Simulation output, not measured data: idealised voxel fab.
The following process module bears the name voxel quadruple lines.
For reference, the cross-section in this document is cut, with width 285 nm and square cells of 5 nm.
Square cells in a grid make up a cross-section in this document, and the grid is given as bands, listed from the top down, each one or more rows of cells. The entry gives the band's vertical extent as a top height and a bottom height in nm, then its horizontal make-up as materials from left to right, each with a width in nm. "air" stands for empty space; a single material marked "all across" fills the band edge to edge. Note: height 0 marks the level under which the wafer is uniformly one material as received. Lowest band unbounded below, written "0 nm and below". Graded width ("30..40"): value in top row of band = first number; value in bottom row = second number; row-to-row change constant. Given "stayed the same" for a step, no cell of the cross-section differs between before and after that step. "Enclosed void inventory" lists enclosed empty spaces (at least 8 cells, no open path upward to the top), each as width x height at distance from the left edge, in nm. Heads up: the bit after the settings on a step's line is the simulator's remark on that step. overlay nm: step with mask; distance mask lay right of planned place; negative value = left of planned place.
Set out below are the planned steps of the process
| 1 | RECEIVE, material Si |
| 2 | CONFORMAL_DEP, material SiO2, thk nm 10 |
| 3 | DIRECTIONAL_DEP, material TiN, thk nm 10 |
| 4 | DIRECTIONAL_DEP, material polySi, thk nm 15 |
| 5 | DIRECTIONAL_DEP, material aC, thk nm 25 |
| 6 | PATTERN, tone cover, mask id MANDREL, material resist, width nm 25, thk nm 35, overlay nm 0 |
| 7 | DIRECTIONAL_ETCH, etch materials aC, depth nm 25 |
| 8 | STRIP, etch materials resist |
| 9 | CONFORMAL_DEP, material SiO2, thk nm 15 |
| 10 | DIRECTIONAL_ETCH, etch materials SiO2, depth nm 15 |
| 11 | STRIP, etch materials aC |
| 12 | DIRECTIONAL_ETCH, etch materials polySi, depth nm 15 |
| 13 | STRIP, etch materials SiO2 |
| 14 | CONFORMAL_DEP, material SiN, thk nm 5 |
| 15 | DIRECTIONAL_ETCH, etch materials SiN, depth nm 5 |
| 16 | STRIP, etch materials polySi |
| 17 | DIRECTIONAL_ETCH, etch materials TiN, depth nm 10 |
| 18 | STRIP, etch materials SiN |
Of two wafers, the first: run according to plan
Wafer as received: cross-section following step 1
> 0 nm and below | Si all across
> Enclosed void inventory: none
Wafer after step 2 (cross-section)
> 10 nm to 0 nm | SiO2 all across
> below 0: unchanged
Wafer after step 3 (cross-section)
> 20 nm to 10 nm | TiN all across
> below 10: unchanged
Wafer after step 4 (cross-section)
> 35 nm to 20 nm | polySi all across
> below 20: unchanged
Wafer after step 5 (cross-section)
> 60 nm to 35 nm | aC all across
> below 35: unchanged
Wafer after step 6 (cross-section)
> 95 nm to 60 nm | air=130 | resist=25 | air=130
> below 60: unchanged
Wafer after step 7 (cross-section)
> 70 nm to 60 nm | air=130 | resist=25 | air=130
> 60 nm to 35 nm | air=130 | aC=25 | air=130
> below 35: unchanged
Wafer after step 8 (cross-section)
> 60 nm to 35 nm | air=130 | aC=25 | air=130
> below 35: unchanged
Wafer after step 9 (cross-section)
> 75 nm to 60 nm | air=115 | SiO2=55 | air=115
> 60 nm to 50 nm | air=115 | SiO2=15 | aC=25 | SiO2=15 | air=115
> 50 nm to 35 nm | SiO2=130 | aC=25 | SiO2=130
> below 35: unchanged
Wafer after step 10 (cross-section)
> 60 nm to 35 nm | air=115 | SiO2=15 | aC=25 | SiO2=15 | air=115
> below 35: unchanged
Wafer after step 11 (cross-section)
> 60 nm to 35 nm | air=115 | SiO2=15 | air=25 | SiO2=15 | air=115
> below 35: unchanged
Wafer after step 12 (cross-section)
> 60 nm to 35 nm | air=115 | SiO2=15 | air=25 | SiO2=15 | air=115
> 35 nm to 20 nm | air=115 | polySi=15 | air=25 | polySi=15 | air=115
> below 20: unchanged
Wafer after step 13 (cross-section)
> 35 nm to 20 nm | air=115 | polySi=15 | air=25 | polySi=15 | air=115
> below 20: unchanged
Wafer after step 14 (cross-section)
> 40 nm to 35 nm | air=110 | SiN=25 | air=15 | SiN=25 | air=110
> 35 nm to 25 nm | air=110 | SiN=5 | polySi=15 | SiN=5 | air=15 | SiN=5 | polySi=15 | SiN=5 | air=110
> 25 nm to 20 nm | SiN=115 | polySi=15 | SiN=25 | polySi=15 | SiN=115
> below 20: unchanged
Wafer after step 15 (cross-section)
> 35 nm to 20 nm | air=110 | SiN=5 | polySi=15 | SiN=5 | air=15 | SiN=5 | polySi=15 | SiN=5 | air=110
> below 20: unchanged
Wafer after step 16 (cross-section)
> 35 nm to 20 nm | air=110 | SiN=5 | air=15 | SiN=5 | air=15 | SiN=5 | air=15 | SiN=5 | air=110
> below 20: unchanged
Wafer after step 17 (cross-section)
> 35 nm to 20 nm | air=110 | SiN=5 | air=15 | SiN=5 | air=15 | SiN=5 | air=15 | SiN=5 | air=110
> 20 nm to 10 nm | air=110 | TiN=5 | air=15 | TiN=5 | air=15 | TiN=5 | air=15 | TiN=5 | air=110
> below 10: unchanged
Wafer after step 18 (cross-section)
> 20 nm to 10 nm | air=110 | TiN=5 | air=15 | TiN=5 | air=15 | TiN=5 | air=15 | TiN=5 | air=110
> below 10: unchanged
The second wafer began exactly as the first did and followed the same plan, but one mistake was made while running it; through step 2 inclusive, the two wafers are identical
Cross-section of the second wafer at the time by which step 3 should have been completed according to the plan
> 25 nm to 10 nm | polySi all across
> below 10: unchanged
Cross-section of the second wafer at the time by which step 4 should have been completed according to the plan
> 35 nm to 25 nm | TiN all across
> below 25: unchanged
Cross-section of the second wafer at the time by which step 5 should have been completed according to the plan
> 60 nm to 35 nm | aC all across
> below 35: unchanged
Cross-section of the second wafer at the time by which step 6 should have been completed according to the plan
> 95 nm to 60 nm | air=130 | resist=25 | air=130
> below 60: unchanged
Cross-section of the second wafer at the time by which step 7 should have been completed according to the plan
> 70 nm to 60 nm | air=130 | resist=25 | air=130
> 60 nm to 35 nm | air=130 | aC=25 | air=130
> below 35: unchanged
Cross-section of the second wafer at the time by which step 8 should have been completed according to the plan
> 60 nm to 35 nm | air=130 | aC=25 | air=130
> below 35: unchanged
Cross-section of the second wafer at the time by which step 9 should have been completed according to the plan
> 75 nm to 60 nm | air=115 | SiO2=55 | air=115
> 60 nm to 50 nm | air=115 | SiO2=15 | aC=25 | SiO2=15 | air=115
> 50 nm to 35 nm | SiO2=130 | aC=25 | SiO2=130
> below 35: unchanged
Cross-section of the second wafer at the time by which step 10 should have been completed according to the plan
> 60 nm to 35 nm | air=115 | SiO2=15 | aC=25 | SiO2=15 | air=115
> below 35: unchanged
Cross-section of the second wafer at the time by which step 11 should have been completed according to the plan
> 60 nm to 35 nm | air=115 | SiO2=15 | air=25 | SiO2=15 | air=115
> below 35: unchanged
Cross-section of the second wafer at the time by which step 12 should have been completed according to the plan: stayed the same
Cross-section of the second wafer at the time by which step 13 should have been completed according to the plan
> 35 nm to 25 nm | TiN all across
> below 25: unchanged
Cross-section of the second wafer at the time by which step 14 should have been completed according to the plan
> 40 nm to 35 nm | SiN all across
> below 35: unchanged
Cross-section of the second wafer at the time by which step 15 should have been completed according to the plan
> 35 nm to 25 nm | TiN all across
> below 25: unchanged
Cross-section of the second wafer at the time by which step 16 should have been completed according to the plan: stayed the same
Cross-section of the second wafer at the time by which step 17 should have been completed according to the plan
> 25 nm to 10 nm | polySi all across
> below 10: unchanged
Cross-section of the second wafer at the time by which step 18 should have been completed according to the plan: stayed the same
Where did the run depart from the plan? swap of plan steps 3 and 4 during execution
In the final state, the cell counts of the second wafer exceed or fall short of those of the first for the following materials: -8 TiN | +171 polySi
